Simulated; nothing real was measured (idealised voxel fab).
Process module under the name voxel released beams
The cross-section shown here is cut; it is 250 nm wide and divided into square cells measuring 5 nm on a side.
A cross-section in this document is a grid of square cells, and it is written down as bands, the top band listed before the ones below it; a band is made up of one or more rows of cells. Look at the band entry: it leads with the top's height and the bottom's height in nm. Then it lists the materials left to right, with a width in nm for each. The word "everywhere" on a single material says that material fills the band edge to edge. The word "blank" is empty space. All heights in this document are referenced to 0, defined as the level beneath which the wafer, as received, consists entirely of one material. The lowest band is not bounded below; it extends indefinitely downward and is written in the form "0 nm and below". A width given as "30..40" starts at the first number in the band's top row and ends at the second number in its bottom row, shifting by an equal amount at every step from row to row. "all unchanged", as given for a step, is the statement that not any cell of the cross-section underwent a change during that step. "Cavities, sealed" contains a list of empty spaces, each no smaller than 8 cells and without an open way to the top, written in the form width x height at distance with the distance from the left edge and all three in nm. Heads up: the bit after the settings on a step's line is the simulator's remark on that step. You can add "overlay nm" to a step's line. For a step with a mask, it describes how far the mask lay to the right of its planned position, and a negative number describes a lay to the left.
The following list gives the planned process steps
| 1 | op RECEIVE | material Si |
| 2 | op CONFORMAL_DEP | material Al2O3 | thk nm 5 |
| 3 | op DIRECTIONAL_DEP | material SiO2 | thk nm 10 |
| 4 | op PATTERN | tone open | mask id ANCHOR | material resist | width nm 30 | thk nm 15 | overlay nm 0 |
| 5 | op DIRECTIONAL_ETCH | etch materials SiO2 | depth nm 10 |
| 6 | op STRIP | etch materials resist |
| 7 | op CONFORMAL_DEP | material SiN | thk nm 10 |
| 8 | op PATTERN | tone cover | mask id BEAM | material resist | width nm 90 | thk nm 15 | overlay nm 0 |
| 9 | op DIRECTIONAL_ETCH | etch materials SiN | depth nm 10 |
| 10 | op STRIP | etch materials resist |
| 11 | op STRIP | etch materials SiO2 |
Keep in mind the plan's value for the width nm of step 8 comes from the first wafer; the wafers don't share that setting, but they do share the same starting point.
As received, i.e. after step 1: cross-section through the first of several wafers
    0 nm and below = Si everywhere
    Cavities, sealed: none
Once step 11, the last step, is complete, the module is at its end; this is the cross-section of the first of several wafers
    25 nm to 15 nm = blank (75) / SiN (10) / blank (10) / SiN (70) / blank (85)
    15 nm to 5 nm = blank (75) / SiN (30) / blank (145)
    5 nm to 0 nm = Al2O3 everywhere
    0 nm and below = Si everywhere
    Cavities, sealed: none
Final wafer of several, shown in cross-section at the end of the module
    25 nm to 15 nm = blank (65) / SiN (20) / blank (10) / SiN (85) / blank (70)
    15 nm to 5 nm = blank (75) / SiN (30) / blank (145)
    5 nm to 0 nm = Al2O3 everywhere
    0 nm and below = Si everywhere
    Cavities, sealed: none
Quick key for the table: a row per wafer, taken at the end of the module. For each material it tells you how many cells the wafer gained (+) or lost (-) since it came in, and the closed voids come after
width nm 90; +50 Al2O3; +44 SiN; Cavities, sealed: none
width nm 95; +50 Al2O3; +46 SiN; Cavities, sealed: none
width nm 100; +50 Al2O3; +48 SiN; Cavities, sealed: none
width nm 105; +50 Al2O3; +50 SiN; Cavities, sealed: none
width nm 110; +50 Al2O3; +52 SiN; Cavities, sealed: none
width nm 115; +50 Al2O3; +54 SiN; Cavities, sealed: none
